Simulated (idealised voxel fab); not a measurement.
Title: Process Module voxel transistor to metal
cross-section cut | 150 nm wide | cells 5 nm
Think of the cross-section as a grid of square cells. We describe it in bands, top to bottom, and each band covers one or more rows of those cells.
The entry gives the band's vertical extent as a top height and a bottom height in nm, then its horizontal make-up as materials from left to right, each with a width in nm. "empty" stands for empty space; a single material marked "everywhere" fills the band edge to edge.
Below 0: as-received wafer, all one material; heights counted from there. Lowest band: no bottom, goes on down, written "0 -> down".
Per-row width for "30..40": begins at first number (top row of band), ends at second number (bottom row), increment between rows held constant.
It should be understood that the words "nothing changed", when stated for a given step, signify that the cross-section underwent no change in any of its cells during that step.
In "Sealed void listing" the enclosed voids are listed, meaning empty spaces of 8 cells or larger without any opening to the top. The form is width x height at distance, distance from the left edge, units nm.
Step line, after settings: the simulator's comment on this step.
overlay nm: step with mask; distance mask lay right of planned place; negative value = left of planned place.
Planned process steps
1) RECEIVE [material Si]
2) OXIDIZE [depth nm 5]
3) CONFORMAL_DEP [material SiN] [thk nm 15]
4) MASKED_ETCH [tone cover] [mask id ACTIVE] [width nm 105] [etch materials SiN] [depth nm 15] [overlay nm 0]
5) MASKED_ETCH [tone cover] [mask id ACTIVE] [width nm 105] [etch materials SiO2] [depth nm 5] [overlay nm 0]
6) MASKED_ETCH [tone cover] [mask id ACTIVE] [width nm 105] [etch materials Si] [depth nm 35] [overlay nm 0]
7) OXIDIZE [depth nm 5]
8) FILL_DEP [material SiO2] [thk nm 5]
9) CMP [height nm 15]
10) SELECTIVE_ETCH [etch materials SiO2] [depth nm 10]
11) STRIP [etch materials SiN]
12) SELECTIVE_ETCH [etch materials SiO2] [depth nm 5]
13) OXIDIZE [depth nm 5]
14) DIRECTIONAL_DEP [material polySi] [thk nm 20]
15) DIRECTIONAL_DEP [material SiCN] [thk nm 10]
16) MASKED_ETCH [tone cover] [mask id GATE] [width nm 25] [etch materials SiCN] [depth nm 20] [overlay nm 0]
17) MASKED_ETCH [tone cover] [mask id GATE] [width nm 25] [etch materials polySi] [depth nm 30] [overlay nm 0]
18) CONFORMAL_DEP [material SiN] [thk nm 10]
19) DIRECTIONAL_ETCH [etch materials SiN] [depth nm 10]
20) DIRECTIONAL_ETCH [etch materials SiO2] [depth nm 5]
21) DIRECTIONAL_ETCH [etch materials Si] [depth nm 15]
22) EPI [material nSi] [thk nm 15]
23) FILL_DEP [material SiO2] [thk nm 10]
24) CMP [height nm 25]
25) DIRECTIONAL_DEP [material SiO2] [thk nm 15]
26) PATTERN [tone open] [mask id CONTACT] [material resist] [width nm 15] [pitch nm 80] [thk nm 15] [overlay nm 0]
27) DIRECTIONAL_ETCH [etch materials SiO2] [depth nm 50]
28) STRIP [etch materials resist]
29) CONFORMAL_DEP [material TiN] [thk nm 5]
30) FILL_DEP [material W] [thk nm 10]
31) CMP [height nm 40]
32) CONFORMAL_DEP [material SiN] [thk nm 5]
33) DIRECTIONAL_DEP [material lowk] [thk nm 25]
34) DIRECTIONAL_DEP [material aC] [thk nm 10]
35) PATTERN [tone open] [mask id METAL_1] [material resist] [width nm 15] [pitch nm 80] [thk nm 25] [overlay nm 0]
36) DIRECTIONAL_ETCH [etch materials aC] [depth nm 10]
37) STRIP [etch materials resist]
38) DIRECTIONAL_ETCH [etch materials lowk] [depth nm 25]
39) DIRECTIONAL_ETCH [etch materials SiN] [depth nm 5]
40) STRIP [etch materials aC]
41) CONFORMAL_DEP [material TiN] [thk nm 5]
42) FILL_DEP [material Cu] [thk nm 5]
43) CMP [height nm 70]
44) CONFORMAL_DEP [material SiN] [thk nm 5]
Variable across wafers: step 29 thk nm (plan value is that of the first wafer; starting state common to all).
The as-received cross-section of the first of several wafers corresponds to the state after step 1
	0 -> down = Si everywhere
	Sealed void listing: none
End of module: cross-section of the first of several wafers after step 44, the last step
	75 -> 70 = SiN everywhere
	70 -> 45 = lowk 25 nm  TiN 5 nm  Cu 5 nm  TiN 5 nm  lowk 65 nm  TiN 5 nm  Cu 5 nm  TiN 5 nm  lowk 30 nm
	45 -> 40 = SiN 25 nm  TiN 15 nm  SiN 65 nm  TiN 15 nm  SiN 30 nm
	40 -> 25 = SiO2 25 nm  TiN 5 nm  W 5 nm  TiN 5 nm  SiO2 65 nm  TiN 5 nm  W 5 nm  TiN 5 nm  SiO2 30 nm
	25 -> 15 = SiO2 25 nm  TiN 5 nm  W 5 nm  TiN 5 nm  SiO2 10 nm  SiN 10 nm  SiCN 25 nm  SiN 10 nm  SiO2 10 nm  TiN 5 nm  W 5 nm  TiN 5 nm  SiO2 30 nm
	15 -> 10 = SiO2 25 nm  TiN 5 nm  W 5 nm  TiN 5 nm  SiO2 10 nm  SiN 10 nm  polySi 25 nm  SiN 10 nm  SiO2 10 nm  TiN 5 nm  W 5 nm  TiN 5 nm  SiO2 30 nm
	10 -> 5 = SiO2 25 nm  TiN 15 nm  SiO2 10 nm  SiN 10 nm  polySi 25 nm  SiN 10 nm  SiO2 10 nm  TiN 15 nm  SiO2 30 nm
	5 -> 0 = SiO2 25 nm  TiN 10 nm  nSi 15 nm  SiN 10 nm  polySi 25 nm  SiN 10 nm  nSi 15 nm  TiN 10 nm  SiO2 30 nm
	0 -> -5 = SiO2 15 nm  SiN 10 nm  TiN 10 nm  nSi 15 nm  SiN 10 nm  polySi 25 nm  SiN 10 nm  nSi 15 nm  TiN 10 nm  SiN 10 nm  SiO2 20 nm
	-5 -> -10 = SiO2 25 nm  TiN 10 nm  nSi 15 nm  SiO2 45 nm  nSi 15 nm  TiN 10 nm  SiO2 30 nm
	-10 -> -25 = SiO2 25 nm  nSi 25 nm  Si 45 nm  nSi 25 nm  SiO2 30 nm
	-25 -> -45 = SiO2 25 nm  Si 95 nm  SiO2 30 nm
	-45 -> down = Si everywhere
	Sealed void listing: none
Cross-section, last wafer, module completion
	75 -> 70 = SiN everywhere
	70 -> 45 = lowk 25 nm  TiN 5 nm  Cu 5 nm  TiN 5 nm  lowk 65 nm  TiN 5 nm  Cu 5 nm  TiN 5 nm  lowk 30 nm
	45 -> 40 = SiN 25 nm  TiN 15 nm  SiN 65 nm  TiN 15 nm  SiN 30 nm
	40 -> 25 = SiO2 25 nm  TiN 15 nm  SiO2 65 nm  TiN 15 nm  SiO2 30 nm
	25 -> 15 = SiO2 25 nm  TiN 15 nm  SiO2 10 nm  SiN 10 nm  SiCN 25 nm  SiN 10 nm  SiO2 10 nm  TiN 15 nm  SiO2 30 nm
	15 -> 5 = SiO2 25 nm  TiN 15 nm  SiO2 10 nm  SiN 10 nm  polySi 25 nm  SiN 10 nm  SiO2 10 nm  TiN 15 nm  SiO2 30 nm
	5 -> 0 = SiO2 25 nm  TiN 10 nm  nSi 15 nm  SiN 10 nm  polySi 25 nm  SiN 10 nm  nSi 15 nm  TiN 10 nm  SiO2 30 nm
	0 -> -5 = SiO2 15 nm  SiN 10 nm  TiN 10 nm  nSi 15 nm  SiN 10 nm  polySi 25 nm  SiN 10 nm  nSi 15 nm  TiN 10 nm  SiN 10 nm  SiO2 20 nm
	-5 -> -10 = SiO2 25 nm  TiN 10 nm  nSi 15 nm  SiO2 45 nm  nSi 15 nm  TiN 10 nm  SiO2 30 nm
	-10 -> -25 = SiO2 25 nm  nSi 25 nm  Si 45 nm  nSi 25 nm  SiO2 30 nm
	-25 -> -45 = SiO2 25 nm  Si 95 nm  SiO2 30 nm
	-45 -> down = Si everywhere
	Sealed void listing: none
Note: the following table is arranged by wafer, a row apiece. Each row reports the end-of-module state: per material, cells gained (+) or cells lost (-) compared with the wafer as received; closed voids follow
thk nm 5, +10 Cu, -167 Si, +10 SiCN, +82 SiN, +247 SiO2, +68 TiN, +12 W, +120 lowk, +48 nSi, +20 polySi, Sealed void listing: none
thk nm 10, +10 Cu, -167 Si, +10 SiCN, +82 SiN, +247 SiO2, +80 TiN, +120 lowk, +48 nSi, +20 polySi, Sealed void listing: none
thk nm 15, +10 Cu, -167 Si, +10 SiCN, +82 SiN, +247 SiO2, +80 TiN, +120 lowk, +48 nSi, +20 polySi, Sealed void listing: none
thk nm 20, +10 Cu, -167 Si, +10 SiCN, +82 SiN, +247 SiO2, +80 TiN, +120 lowk, +48 nSi, +20 polySi, Sealed void listing: none
